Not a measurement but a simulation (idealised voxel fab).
process module | voxel ribs on slabs
cross-section cut | 275 nm wide | cells 5 nm
A cross-section is a grid of square cells, given in bands from the top down. A band is one or more rows of cells.
Each band's line starts with the height of the band's top and of its bottom, in nm. Then come its materials from left to right, each with its width in nm. One material with "throughout" fills the band from edge to edge. "air" is empty space.
Height 0 is the level under which the wafer as received is all one material. The lowest band goes on downwards, as in "0 down".
A width such as "30 to 40" changes by the same amount from each row of cells to the next, from the band's top row to its bottom row.
"no change" after a step means that no cell of the cross-section changed.
closed voids: empty space of 8 cells or more with no open way to the top, each as width x height at its distance from the left edge, in nm
after a step's settings: what the simulator itself notes on the step
overlay nm, on a step with a mask: how far to the right of its planned place the mask lay; to the left if negative
plan
1 op RECEIVE | material Si
2 op DIRECTIONAL_DEP | material SiO2 | thk nm 30
3 op DIRECTIONAL_DEP | material SiN | thk nm 25
4 op PATTERN | tone cover | mask id RIB | material resist | width nm 30 | thk nm 20 | overlay nm 0
5 op DIRECTIONAL_ETCH | etch materials SiN | depth nm 10
6 op STRIP | etch materials resist
7 op DIRECTIONAL_DEP | material aC | thk nm 10
8 op PATTERN | tone cover | mask id SLAB | material resist | width nm 60 | thk nm 30 | overlay nm 0
9 op DIRECTIONAL_ETCH | etch materials aC | depth nm 10
10 op STRIP | etch materials resist
11 op DIRECTIONAL_ETCH | etch materials SiN | depth nm 15
12 op STRIP | etch materials aC
13 op FILL_DEP | material SiO2 | thk nm 20
14 op CMP | height nm 70
15 op DIRECTIONAL_DEP | material TiN | thk nm 10
16 op DIRECTIONAL_DEP | material aC | thk nm 15
17 op PATTERN | tone cover | mask id HEATER | material resist | width nm 40 | thk nm 35 | overlay nm 0
18 op DIRECTIONAL_ETCH | etch materials aC | depth nm 15
19 op STRIP | etch materials resist
20 op DIRECTIONAL_ETCH | etch materials TiN | depth nm 10
21 op STRIP | etch materials aC
22 op CONFORMAL_DEP | material SiO2 | thk nm 5
as received, after step 1
  0 down: Si throughout
  closed voids: none
a wafer at the end: this start, this plan, one mistake
  85 to 80: air 110 | SiO2 50 | air 115
  80 to 75: air 110 | SiO2 5 | TiN 40 | SiO2 5 | air 115
  75 to 70: SiO2 115 | TiN 40 | SiO2 120
  70 to 55: SiO2 throughout
  55 to 45: SiO2 120 | SiN 30 | SiO2 125
  45 to 30: SiO2 95 | SiN 60 | SiO2 120
  30 to 0: SiO2 throughout
  0 down: Si throughout
  closed voids: none
what went wrong: step 8 ran as: op PATTERN | tone cover | mask id SLAB | material resist | width nm 60 | thk nm 30 | overlay nm -10
